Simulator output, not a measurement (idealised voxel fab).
You're looking at the process module voxel self aligned contacts.
Displayed cross-section: cut, width of 280 nm, square cells sized 5 nm.
For the purposes of this document, a cross-section shall be understood as a grid of square cells, specified as bands listed in top-to-bottom order, each band consisting of one or more rows of cells. Look at the band entry: it leads with the top's height and the bottom's height in nm. Then it lists the materials left to right, with a width in nm for each. The word "all across" on a single material says that material fills the band edge to edge. The word "air" is empty space. Ref level 0: as-received wafer is one material below here. Bottom band extends down with no lower bound ("top 0, no bottom"). A two-number width, for instance "30..40", indicates that the width is equal to the first number in the top row of the band and to the second number in the bottom row, and that it changes by a constant amount per row of cells. No cell of the cross-section changed in a step that is given as "no modifications". What "Sealed void list" gives you is every empty space of 8 cells or more that is cut off from the top. Each appears as width x height at distance, with the distance taken from the left edge and width, height and distance all in nm. On each step's line, the part that comes after the settings is the simulator's own comment on the step. The line of a step may include "overlay nm". On a step with a mask, this value is how far to the right of its planned place the mask lay. A negative value means the mask lay to the left.
## The following list gives the planned process steps
1. op RECEIVE | material Si
2. op CONFORMAL_DEP | material SiO2 | thk nm 5
3. op DIRECTIONAL_DEP | material polySi | thk nm 30
4. op DIRECTIONAL_DEP | material SiN | thk nm 20
5. op MASKED_ETCH | tone cover | mask id GATE | width nm 25 | pitch nm 50 | etch materials SiN | depth nm 20 | overlay nm 0
6. op MASKED_ETCH | tone cover | mask id GATE | width nm 25 | pitch nm 50 | etch materials polySi | depth nm 30 | overlay nm 0
7. op CONFORMAL_DEP | material SiN | thk nm 5
8. op DIRECTIONAL_ETCH | etch materials SiN | depth nm 5
9. op FILL_DEP | material SiO2 | thk nm 20
10. op CMP | height nm 65
11. op PATTERN | tone open | mask id CONTACT | material resist | width nm 35 | pitch nm 50 | thk nm 15 | overlay nm 0
12. op DIRECTIONAL_ETCH | etch materials SiO2 | depth nm 65
13. op STRIP | etch materials resist
14. op CONFORMAL_DEP | material TiN | thk nm 5
15. op FILL_DEP | material W | thk nm 10
16. op CMP | height nm 65
17. op CONFORMAL_DEP | material SiCN | thk nm 5
## First wafer out of two, processed as planned
## Cross-section of the wafer upon arrival, representing the state reached after step 1
    top 0, no bottom: Si all across
    Sealed void list: none
## The wafer, seen in cross-section, after step 2
    top 5, bottom 0: SiO2 all across
    For the remainder of the cross-section, below 0, there is no change.
## The wafer, seen in cross-section, after step 3
    top 35, bottom 5: polySi all across
    For the remainder of the cross-section, below 5, there is no change.
## The wafer, seen in cross-section, after step 4
    top 55, bottom 35: SiN all across
    For the remainder of the cross-section, below 35, there is no change.
## The wafer, seen in cross-section, after step 5
    top 55, bottom 35: 75 air / 25 SiN / 25 air / 25 SiN / 25 air / 25 SiN / 80 air
    For the remainder of the cross-section, below 35, there is no change.
## The wafer, seen in cross-section, after step 6
    top 55, bottom 35: 75 air / 25 SiN / 25 air / 25 SiN / 25 air / 25 SiN / 80 air
    top 35, bottom 5: 75 air / 25 polySi / 25 air / 25 polySi / 25 air / 25 polySi / 80 air
    For the remainder of the cross-section, below 5, there is no change.
## The wafer, seen in cross-section, after step 7
    top 60, bottom 35: 70 air / 35 SiN / 15 air / 35 SiN / 15 air / 35 SiN / 75 air
    top 35, bottom 10: 70 air / 5 SiN / 25 polySi / 5 SiN / 15 air / 5 SiN / 25 polySi / 5 SiN / 15 air / 5 SiN / 25 polySi / 5 SiN / 75 air
    top 10, bottom 5: 75 SiN / 25 polySi / 25 SiN / 25 polySi / 25 SiN / 25 polySi / 80 SiN
    For the remainder of the cross-section, below 5, there is no change.
## The wafer, seen in cross-section, after step 8
    top 55, bottom 35: 70 air / 35 SiN / 15 air / 35 SiN / 15 air / 35 SiN / 75 air
    top 35, bottom 5: 70 air / 5 SiN / 25 polySi / 5 SiN / 15 air / 5 SiN / 25 polySi / 5 SiN / 15 air / 5 SiN / 25 polySi / 5 SiN / 75 air
    For the remainder of the cross-section, below 5, there is no change.
## The wafer, seen in cross-section, after step 9
    top 75, bottom 55: SiO2 all across
    top 55, bottom 35: 70 SiO2 / 35 SiN / 15 SiO2 / 35 SiN / 15 SiO2 / 35 SiN / 75 SiO2
    top 35, bottom 5: 70 SiO2 / 5 SiN / 25 polySi / 5 SiN / 15 SiO2 / 5 SiN / 25 polySi / 5 SiN / 15 SiO2 / 5 SiN / 25 polySi / 5 SiN / 75 SiO2
    For the remainder of the cross-section, below 5, there is no change.
## The wafer, seen in cross-section, after step 10
    top 65, bottom 55: SiO2 all across
    For the remainder of the cross-section, below 55, there is no change.
## The wafer, seen in cross-section, after step 11
    top 80, bottom 65: 95 resist / 35 air / 15 resist / 35 air / 100 resist
    For the remainder of the cross-section, below 65, there is no change.
## The wafer, seen in cross-section, after step 12
    top 80, bottom 65: 95 resist / 35 air / 15 resist / 35 air / 100 resist
    top 65, bottom 55: 95 SiO2 / 35 air / 15 SiO2 / 35 air / 100 SiO2
    top 55, bottom 35: 70 SiO2 / 35 SiN / 15 air / 35 SiN / 15 air / 35 SiN / 75 SiO2
    top 35, bottom 5: 70 SiO2 / 5 SiN / 25 polySi / 5 SiN / 15 air / 5 SiN / 25 polySi / 5 SiN / 15 air / 5 SiN / 25 polySi / 5 SiN / 75 SiO2
    top 5, bottom 0: 105 SiO2 / 15 air / 35 SiO2 / 15 air / 110 SiO2
    For the remainder of the cross-section, below 0, there is no change.
## The wafer, seen in cross-section, after step 13
    top 65, bottom 55: 95 SiO2 / 35 air / 15 SiO2 / 35 air / 100 SiO2
    For the remainder of the cross-section, below 55, there is no change.
## The wafer, seen in cross-section, after step 14
    top 70, bottom 65: 100 TiN / 25 air / 25 TiN / 25 air / 105 TiN
    top 65, bottom 55: 95 SiO2 / 5..15 TiN / 25..5 air / 5..15 TiN / 15 SiO2 / 5..15 TiN / 25..5 air / 5..15 TiN / 100 SiO2
    top 55, bottom 35: 70 SiO2 / 35 SiN / 5 TiN / 5 air / 5 TiN / 35 SiN / 5 TiN / 5 air / 5 TiN / 35 SiN / 75 SiO2
    top 35, bottom 5: 70 SiO2 / 5 SiN / 25 polySi / 5 SiN / 5 TiN / 5 air / 5 TiN / 5 SiN / 25 polySi / 5 SiN / 5 TiN / 5 air / 5 TiN / 5 SiN / 25 polySi / 5 SiN / 75 SiO2
    top 5, bottom 0: 105 SiO2 / 15 TiN / 35 SiO2 / 15 TiN / 110 SiO2
    For the remainder of the cross-section, below 0, there is no change.
## The wafer, seen in cross-section, after step 15
    top 80, bottom 70: W all across
    top 70, bottom 65: 100 TiN / 25 W / 25 TiN / 25 W / 105 TiN
    top 65, bottom 55: 95 SiO2 / 5..15 TiN / 25..5 W / 5..15 TiN / 15 SiO2 / 5..15 TiN / 25..5 W / 5..15 TiN / 100 SiO2
    top 55, bottom 35: 70 SiO2 / 35 SiN / 5 TiN / 5 W / 5 TiN / 35 SiN / 5 TiN / 5 W / 5 TiN / 35 SiN / 75 SiO2
    top 35, bottom 5: 70 SiO2 / 5 SiN / 25 polySi / 5 SiN / 5 TiN / 5 W / 5 TiN / 5 SiN / 25 polySi / 5 SiN / 5 TiN / 5 W / 5 TiN / 5 SiN / 25 polySi / 5 SiN / 75 SiO2
    For the remainder of the cross-section, below 5, there is no change.
## The wafer, seen in cross-section, after step 16
    top 65, bottom 55: 95 SiO2 / 5..15 TiN / 25..5 W / 5..15 TiN / 15 SiO2 / 5..15 TiN / 25..5 W / 5..15 TiN / 100 SiO2
    For the remainder of the cross-section, below 55, there is no change.
## The wafer, seen in cross-section, after step 17
    top 70, bottom 65: SiCN all across
    For the remainder of the cross-section, below 65, there is no change.
## Second wafer, same starting state and plan as the first, one mistake in the run, identical through step 4
## Cross-section, second wafer, at the end time the plan gives for step 5
    top 55, bottom 45: 75 air / 25 SiN / 25 air / 25 SiN / 25 air / 25 SiN / 80 air
    For the remainder of the cross-section, below 45, there is no change.
Cross-section, second wafer, at the end time the plan gives for step 6: no modifications
## Cross-section, second wafer, at the end time the plan gives for step 7
    top 60, bottom 50: 70 air / 35 SiN / 15 air / 35 SiN / 15 air / 35 SiN / 75 air
    top 50, bottom 35: SiN all across
    For the remainder of the cross-section, below 35, there is no change.
## Cross-section, second wafer, at the end time the plan gives for step 8
    top 55, bottom 45: 70 air / 35 SiN / 15 air / 35 SiN / 15 air / 35 SiN / 75 air
    For the remainder of the cross-section, below 45, there is no change.
## Cross-section, second wafer, at the end time the plan gives for step 9
    top 75, bottom 55: SiO2 all across
    top 55, bottom 45: 70 SiO2 / 35 SiN / 15 SiO2 / 35 SiN / 15 SiO2 / 35 SiN / 75 SiO2
    For the remainder of the cross-section, below 45, there is no change.
## Cross-section, second wafer, at the end time the plan gives for step 10
    top 65, bottom 55: SiO2 all across
    For the remainder of the cross-section, below 55, there is no change.
## Cross-section, second wafer, at the end time the plan gives for step 11
    top 80, bottom 65: 95 resist / 35 air / 15 resist / 35 air / 100 resist
    For the remainder of the cross-section, below 65, there is no change.
## Cross-section, second wafer, at the end time the plan gives for step 12
    top 80, bottom 65: 95 resist / 35 air / 15 resist / 35 air / 100 resist
    top 65, bottom 55: 95 SiO2 / 35 air / 15 SiO2 / 35 air / 100 SiO2
    top 55, bottom 45: 70 SiO2 / 35 SiN / 15 air / 35 SiN / 15 air / 35 SiN / 75 SiO2
    For the remainder of the cross-section, below 45, there is no change.
## Cross-section, second wafer, at the end time the plan gives for step 13
    top 65, bottom 55: 95 SiO2 / 35 air / 15 SiO2 / 35 air / 100 SiO2
    For the remainder of the cross-section, below 55, there is no change.
## Cross-section, second wafer, at the end time the plan gives for step 14
    top 70, bottom 65: 100 TiN / 25 air / 25 TiN / 25 air / 105 TiN
    top 65, bottom 55: 95 SiO2 / 5..15 TiN / 25..5 air / 5..15 TiN / 15 SiO2 / 5..15 TiN / 25..5 air / 5..15 TiN / 100 SiO2
    top 55, bottom 50: 70 SiO2 / 35 SiN / 5 TiN / 5 air / 5 TiN / 35 SiN / 5 TiN / 5 air / 5 TiN / 35 SiN / 75 SiO2
    top 50, bottom 45: 70 SiO2 / 35 SiN / 15 TiN / 35 SiN / 15 TiN / 35 SiN / 75 SiO2
    For the remainder of the cross-section, below 45, there is no change.
## Cross-section, second wafer, at the end time the plan gives for step 15
    top 80, bottom 70: W all across
    top 70, bottom 65: 100 TiN / 25 W / 25 TiN / 25 W / 105 TiN
    top 65, bottom 55: 95 SiO2 / 5..15 TiN / 25..5 W / 5..15 TiN / 15 SiO2 / 5..15 TiN / 25..5 W / 5..15 TiN / 100 SiO2
    top 55, bottom 50: 70 SiO2 / 35 SiN / 5 TiN / 5 W / 5 TiN / 35 SiN / 5 TiN / 5 W / 5 TiN / 35 SiN / 75 SiO2
    For the remainder of the cross-section, below 50, there is no change.
## Cross-section, second wafer, at the end time the plan gives for step 16
    top 65, bottom 55: 95 SiO2 / 5..15 TiN / 25..5 W / 5..15 TiN / 15 SiO2 / 5..15 TiN / 25..5 W / 5..15 TiN / 100 SiO2
    For the remainder of the cross-section, below 55, there is no change.
## Cross-section, second wafer, at the end time the plan gives for step 17
    top 70, bottom 65: SiCN all across
    For the remainder of the cross-section, below 65, there is no change.
Short version of what went wrong: the process deviated at step 5: the operation and settings actually run there were op MASKED_ETCH | tone cover | mask id GATE | width nm 25 | pitch nm 50 | etch materials SiN | depth nm 10 | overlay nm 0
FYI, end of process, the second wafer has more or fewer cells of some materials than the first: +34 SiN | -226 SiO2 | -36 TiN | -18 W | +246 polySi
